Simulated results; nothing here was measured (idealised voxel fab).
Process module, titled voxel fin reveal
Square cell edge 5 nm, section width 150 nm, ID cut.
Cross-section format: a grid of square cells, given as bands from top to bottom; each band is one or more rows of cells.
In this notation a band is specified by the heights of its top and bottom, in that order and in nm, after which its materials appear from left to right, each paired with its width in nm. The word "everywhere" attached to a single material means that material fills the band from edge to edge; the word "air" stands for empty space.
Where do heights start? At 0: under that level the wafer as delivered is made of one material only. And the lowest band has no floor; it just carries on downward, as in "0 -> down".
Width spec "30 to 40" -> top row of cells at first value, bottom row at second value, equal per-row change in between.
It should be understood that the words "stayed the same", when stated for a given step, signify that the cross-section underwent no change in any of its cells during that step.
Reported under the label "closed voids" are the empty spaces having no open way to the top and comprising 8 cells or more; the notation for each is width x height at distance, in which the distance is measured from the left edge and all three values are in nm.
That trailing text on a step's line, after the settings, is the simulator's own remark on the step.
A step's line can hold "overlay nm"; with a mask on that step, the setting says how far right of the planned place the mask lay, while a negative setting says it lay to the left.
[These are the steps we planned for the process]
1. RECEIVE with material Si
2. CONFORMAL_DEP with material SiN, thk nm 10
3. DIRECTIONAL_DEP with material aC, thk nm 10
4. PATTERN with tone cover, mask id FINS, material resist, width nm 15, pitch nm 40, thk nm 25, overlay nm 0
5. DIRECTIONAL_ETCH with etch materials aC, depth nm 10
6. STRIP with etch materials resist
7. DIRECTIONAL_ETCH with etch materials SiN, depth nm 10
8. DIRECTIONAL_ETCH with etch materials Si, depth nm 40
9. STRIP with etch materials aC
10. FILL_DEP with material SiO2, thk nm 5
11. CMP with height nm 10
12. SELECTIVE_ETCH with etch materials SiO2, depth nm 25
13. STRIP with etch materials SiN
[Wafer at receipt (post step 1), cross-section]
0 -> down = Si everywhere
closed voids: none
[The following cross-section depicts the wafer upon conclusion of the module. Processing commenced from the starting condition illustrated above and adhered to the plan illustrated above, save for one mistake in execution]
0 -> -15 = 45 nm air  15 nm Si  25 nm air  15 nm Si  50 nm air
-15 -> -50 = 45 nm SiO2  15 nm Si  25 nm SiO2  15 nm Si  50 nm SiO2
-50 -> down = Si everywhere
closed voids: none
What was done differently from what was planned? step 8 off recipe, ran as DIRECTIONAL_ETCH with etch materials Si, depth nm 50
